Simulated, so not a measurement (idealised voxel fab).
process module | voxel ribs on slabs
cross-section cut | 150 nm wide | cells 5 nm
A cross-section is a grid of square cells, given in bands from the top down. A band is one or more rows of cells.
Each band's line starts with the height of the band's top and of its bottom, in nm. Then come its materials from left to right, each with its width in nm. One material with "throughout" fills the band from edge to edge. "air" is empty space.
Height 0 is the level under which the wafer as received is all one material. The lowest band goes on downwards, as in "0 down".
A width such as "30 to 40" changes by the same amount from each row of cells to the next, from the band's top row to its bottom row.
"no change" after a step means that no cell of the cross-section changed.
closed voids: empty space of 8 cells or more with no open way to the top, each as width x height at its distance from the left edge, in nm
after a step's settings: what the simulator itself notes on the step
overlay nm, on a step with a mask: how far to the right of its planned place the mask lay; to the left if negative
plan
1 op RECEIVE | material Si
2 op DIRECTIONAL_DEP | material SiO2 | thk nm 30
3 op DIRECTIONAL_DEP | material polySi | thk nm 20
4 op DIRECTIONAL_DEP | material aC | thk nm 15
5 op PATTERN | tone cover | mask id RIB | material resist | width nm 30 | thk nm 30 | overlay nm -15
6 op DIRECTIONAL_ETCH | etch materials aC | depth nm 15
7 op STRIP | etch materials resist
8 op DIRECTIONAL_ETCH | etch materials polySi | depth nm 15
9 op STRIP | etch materials aC
10 op DIRECTIONAL_DEP | material aC | thk nm 10
11 op PATTERN | tone cover | mask id SLAB | material resist | width nm 90 | thk nm 25 | overlay nm 0
12 op DIRECTIONAL_ETCH | etch materials aC | depth nm 10
13 op STRIP | etch materials resist
14 op DIRECTIONAL_ETCH | etch materials polySi | depth nm 5
15 op STRIP | etch materials aC
16 op FILL_DEP | material SiO2 | thk nm 25
17 op CMP | height nm 65
18 op DIRECTIONAL_DEP | material W | thk nm 5
19 op PATTERN | tone cover | mask id HEATER | material resist | width nm 40 | thk nm 15 | overlay nm 0
20 op DIRECTIONAL_ETCH | etch materials W | depth nm 5
21 op STRIP | etch materials resist
22 op CONFORMAL_DEP | material SiN | thk nm 10
varied across the wafers: overlay nm of step 5. The plan shows the first wafer's value. All wafers start alike
first wafer as received, after step 1
  0 down: Si throughout
  closed voids: none
first wafer at the end, after step 22
  80 to 75: air 45 | SiN 60 | air 45
  75 to 70: SiN throughout
  70 to 65: SiN 55 | W 40 | SiN 55
  65 to 50: SiO2 throughout
  50 to 35: SiO2 45 | polySi 30 | SiO2 75
  35 to 30: SiO2 30 | polySi 90 | SiO2 30
  30 to 0: SiO2 throughout
  0 down: Si throughout
  closed voids: none
last wafer at the end
  80 to 75: air 45 | SiN 60 | air 45
  75 to 70: SiN throughout
  70 to 65: SiN 55 | W 40 | SiN 55
  65 to 50: SiO2 throughout
  50 to 35: SiO2 75 | polySi 30 | SiO2 45
  35 to 30: SiO2 30 | polySi 90 | SiO2 30
  30 to 0: SiO2 throughout
  0 down: Si throughout
  closed voids: none
each wafer at the end: cells of each material gained (+) or lost (-) since it was received, then its closed voids
overlay nm -15 | +64 SiN | +354 SiO2 | +8 W | +36 polySi | closed voids: none
overlay nm -10 | +64 SiN | +354 SiO2 | +8 W | +36 polySi | closed voids: none
overlay nm -5 | +64 SiN | +354 SiO2 | +8 W | +36 polySi | closed voids: none
overlay nm 0 | +64 SiN | +354 SiO2 | +8 W | +36 polySi | closed voids: none
overlay nm 5 | +64 SiN | +354 SiO2 | +8 W | +36 polySi | closed voids: none
overlay nm 10 | +64 SiN | +354 SiO2 | +8 W | +36 polySi | closed voids: none
overlay nm 15 | +64 SiN | +354 SiO2 | +8 W | +36 polySi | closed voids: none
